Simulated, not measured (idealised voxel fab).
Module name: voxel transistor to metal (process module)
Displayed cross-section: cut, width of 240 nm, square cells sized 5 nm.
Cross-section spec: square-cell grid; bands listed top down; each band is one or more rows.
Band entry format. Leading values: height of top, height of bottom, nm. Remainder: materials in left-to-right order, each with its width in nm. Special words: "throughout" on a single material, which then fills the band edge to edge; "air", empty space.
Heights are measured from 0, the level below which the as-received wafer is all one material; the lowest band has no bottom and continues downward, written as in "0..down".
The notation "30..40" denotes a width that varies across the rows of cells in the band, beginning at the first number in the top row, finishing at the second number in the bottom row, and changing by an identical amount from each row to the next.
Step note "nothing different" = no cross-section cell changed.
So "Catalogued sealed voids" is basically the list of trapped voids: any empty space of 8 cells or more that can't reach the top through an opening. They're written width x height at distance, the distance being from the left edge, and it's all nm.
Anything after a step's settings on that line? It's the simulator's own note about the step.
overlay nm: step with mask; distance mask lay right of planned place; negative value = left of planned place.
Planned process steps
1: RECEIVE [material Si]
2: CONFORMAL_DEP [material SiO2] [thk nm 5]
3: CONFORMAL_DEP [material SiN] [thk nm 15]
4: PATTERN [tone cover] [mask id ACTIVE] [material resist] [width nm 95] [pitch nm 115] [thk nm 15] [overlay nm 0]
5: DIRECTIONAL_ETCH [etch materials SiN] [depth nm 15]
6: DIRECTIONAL_ETCH [etch materials SiO2] [depth nm 5]
7: DIRECTIONAL_ETCH [etch materials Si] [depth nm 35]
8: STRIP [etch materials resist]
9: OXIDIZE [depth nm 5]
10: FILL_DEP [material SiO2] [thk nm 5]
11: CMP [height nm 20]
12: SELECTIVE_ETCH [etch materials SiO2] [depth nm 10]
13: STRIP [etch materials SiN]
14: SELECTIVE_ETCH [etch materials SiO2] [depth nm 5]
15: OXIDIZE [depth nm 5]
16: DIRECTIONAL_DEP [material polySi] [thk nm 20]
17: DIRECTIONAL_DEP [material SiCN] [thk nm 15]
18: DIRECTIONAL_DEP [material aC] [thk nm 15]
19: PATTERN [tone cover] [mask id GATE] [material resist] [width nm 15] [pitch nm 115] [thk nm 30] [overlay nm 0]
20: DIRECTIONAL_ETCH [etch materials aC] [depth nm 15]
21: STRIP [etch materials resist]
22: DIRECTIONAL_ETCH [etch materials SiCN] [depth nm 25]
23: DIRECTIONAL_ETCH [etch materials polySi] [depth nm 30]
24: STRIP [etch materials aC]
25: CONFORMAL_DEP [material SiN] [thk nm 10]
26: DIRECTIONAL_ETCH [etch materials SiN] [depth nm 10]
27: DIRECTIONAL_ETCH [etch materials SiO2] [depth nm 5]
28: DIRECTIONAL_ETCH [etch materials Si] [depth nm 10]
29: EPI [material pSi] [thk nm 10]
30: FILL_DEP [material SiO2] [thk nm 10]
31: CMP [height nm 35]
32: DIRECTIONAL_DEP [material SiO2] [thk nm 10]
33: PATTERN [tone open] [mask id CONTACT] [material resist] [width nm 30] [thk nm 15] [overlay nm 0]
34: DIRECTIONAL_ETCH [etch materials SiO2] [depth nm 50]
35: STRIP [etch materials resist]
36: CONFORMAL_DEP [material TiN] [thk nm 5]
37: FILL_DEP [material Ru] [thk nm 5]
38: CMP [height nm 45]
39: DIRECTIONAL_DEP [material TiN] [thk nm 5]
40: DIRECTIONAL_DEP [material W] [thk nm 15]
41: MASKED_ETCH [tone cover] [mask id METAL_1] [width nm 15] [etch materials W] [depth nm 15] [overlay nm 0]
42: MASKED_ETCH [tone cover] [mask id METAL_1] [width nm 15] [etch materials TiN] [depth nm 5] [overlay nm 0]
43: FILL_DEP [material SiO2] [thk nm 5]
44: CMP [height nm 65]
45: CONFORMAL_DEP [material SiN] [thk nm 5]
This is the cross-section of the wafer as we received it, i.e. after step 1
- 0..down: Si throughout
- Catalogued sealed voids: none
The module was run from the start shown above using the plan shown above, but one mistake was made doing it; the resulting wafer cross-section is below
- 70..65: polySi throughout
- 65..50: 20 of SiO2 / 15 of W / 55 of SiO2 / 15 of W / 30 of SiO2 / 15 of W / 55 of SiO2 / 15 of W / 20 of SiO2
- 50..45: 20 of SiO2 / 15 of TiN / 55 of SiO2 / 15 of TiN / 30 of SiO2 / 15 of TiN / 55 of SiO2 / 15 of TiN / 20 of SiO2
- 45..35: 20 of SiO2 / 5 of TiN / 20..15 of Ru / 5..10 of TiN / 25 of SiO2 / 5..10 of TiN / 20..15 of Ru / 5 of TiN / 30 of SiO2 / 5 of TiN / 20..15 of Ru / 5..10 of TiN / 25 of SiO2 / 5..10 of TiN / 20..15 of Ru / 5 of TiN / 20 of SiO2
- 35..20: 20 of SiO2 / 5 of TiN / 15 of Ru / 5 of TiN / 10 of SiN / 15 of SiCN / 10 of SiN / 5 of TiN / 15 of Ru / 5 of TiN / 30 of SiO2 / 5 of TiN / 15 of Ru / 5 of TiN / 10 of SiN / 15 of SiCN / 10 of SiN / 5 of TiN / 15 of Ru / 5 of TiN / 20 of SiO2
- 20..10: 20 of SiO2 / 5 of TiN / 15 of Ru / 5 of TiN / 10 of SiN / 15 of polySi / 10 of SiN / 5 of TiN / 15 of Ru / 5 of TiN / 30 of SiO2 / 5 of TiN / 15 of Ru / 5 of TiN / 10 of SiN / 15 of polySi / 10 of SiN / 5 of TiN / 15 of Ru / 5 of TiN / 20 of SiO2
- 10..5: 20 of SiO2 / 5 of TiN / 5 of Ru / 15 of TiN / 10 of SiN / 15 of polySi / 10 of SiN / 15 of TiN / 5 of Ru / 5 of TiN / 30 of SiO2 / 5 of TiN / 5 of Ru / 15 of TiN / 10 of SiN / 15 of polySi / 10 of SiN / 15 of TiN / 5 of Ru / 5 of TiN / 20 of SiO2
- 5..0: 10 of SiO2 / 10 of SiN / 5 of TiN / 5 of Ru / 5 of TiN / 10 of pSi / 10 of SiN / 15 of polySi / 10 of SiN / 10 of pSi / 5 of TiN / 5 of Ru / 5 of TiN / 10 of SiN / 10 of SiO2 / 10 of SiN / 5 of TiN / 5 of Ru / 5 of TiN / 10 of pSi / 10 of SiN / 15 of polySi / 10 of SiN / 10 of pSi / 5 of TiN / 5 of Ru / 5 of TiN / 10 of SiN / 10 of SiO2
- 0..-5: 20 of SiO2 / 15 of TiN / 10 of pSi / 35 of SiO2 / 10 of pSi / 15 of TiN / 30 of SiO2 / 15 of TiN / 10 of pSi / 35 of SiO2 / 10 of pSi / 15 of TiN / 20 of SiO2
- -5..-15: 20 of SiO2 / 25 of pSi / 35 of Si / 25 of pSi / 30 of SiO2 / 25 of pSi / 35 of Si / 25 of pSi / 20 of SiO2
- -15..-40: 20 of SiO2 / 85 of Si / 30 of SiO2 / 85 of Si / 20 of SiO2
- -40..down: Si throughout
- Catalogued sealed voids: none
Run error: for step 45, the planned setting was not used; the step was instead run as CONFORMAL_DEP [material polySi] [thk nm 5]
